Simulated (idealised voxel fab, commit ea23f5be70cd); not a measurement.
process module | voxel air gaps
cross-section cut | 290 nm wide | cells 5 nm
A cross-section is a grid of square cells, given in bands from the top down. A band is one or more rows of cells.
Each band's line starts with the height of the band's top and of its bottom, in nm. Then come its materials from left to right, each with its width in nm. One material with "throughout" fills the band from edge to edge. "air" is empty space.
Height 0 is the level under which the wafer as received is all one material. The lowest band goes on downwards, as in "0 down".
A width such as "30 to 40" changes by the same amount from each row of cells to the next, from the band's top row to its bottom row.
"no change" after a step means that no cell of the cross-section changed.
closed voids: empty space of 8 cells or more with no open way to the top, each as width x height at its distance from the left edge, in nm
after a step's settings: what the simulator itself notes on the step
overlay nm, on a step with a mask: how far to the right of its planned place the mask lay; to the left if negative
plan
1 op RECEIVE | material Si
2 op CONFORMAL_DEP | material SiO2 | thk nm 15
3 op CONFORMAL_DEP | material SiCN | thk nm 5
4 op DIRECTIONAL_DEP | material SiO2 | thk nm 40
5 op DIRECTIONAL_DEP | material aC | thk nm 15
6 op PATTERN | tone open | mask id LINES | material resist | width nm 20 | pitch nm 45 | thk nm 30 | overlay nm 0
7 op DIRECTIONAL_ETCH | etch materials aC | depth nm 15
8 op STRIP | etch materials resist
9 op DIRECTIONAL_ETCH | etch materials SiO2 | depth nm 40
10 op STRIP | etch materials aC
11 op CONFORMAL_DEP | material TiN | thk nm 5
12 op FILL_DEP | material W | thk nm 5
13 op CMP | height nm 60
14 op EPI | material Ru | thk nm 10
15 op SELECTIVE_ETCH | etch materials SiO2 | depth nm 50
16 op CONFORMAL_DEP | material SiCN | thk nm 5
as received, after step 1
  0 down: Si throughout
  closed voids: none
a wafer at the end: this start, this plan, one mistake
  75 to 70: air 45 | SiCN 185 | air 60
  70 to 60: air 45 | SiCN 5 | Ru 40 | SiCN 5 | Ru 40 | SiCN 5 | Ru 40 | SiCN 5 | Ru 40 | SiCN 5 | air 60
  60 to 55: air 45 | SiCN 15 | TiN 5 | W 10 | TiN 5 | SiCN 25 | TiN 5 | W 10 | TiN 5 | SiCN 25 | TiN 5 | W 10 | TiN 5 | SiCN 25 | TiN 5 | W 10 | TiN 5 | SiCN 15 | air 60
  55 to 25: air 55 | SiCN 5 | TiN 5 | W 10 | TiN 5 | SiCN 5 | air 15 | SiCN 5 | TiN 5 | W 10 | TiN 5 | SiCN 5 | air 15 | SiCN 5 | TiN 5 | W 10 | TiN 5 | SiCN 5 | air 15 | SiCN 5 | TiN 5 | W 10 | TiN 5 | SiCN 5 | air 70
  25 to 20: SiCN 60 | TiN 20 | SiCN 25 | TiN 20 | SiCN 25 | TiN 20 | SiCN 25 | TiN 20 | SiCN 75
  20 to 15: SiCN throughout
  15 to 0: SiO2 throughout
  0 down: Si throughout
  closed voids: 15 x 30 at 85; 15 x 30 at 130; 15 x 30 at 175
what went wrong: step 6 ran as: op PATTERN | tone open | mask id LINES | material resist | width nm 20 | pitch nm 45 | thk nm 30 | overlay nm -5
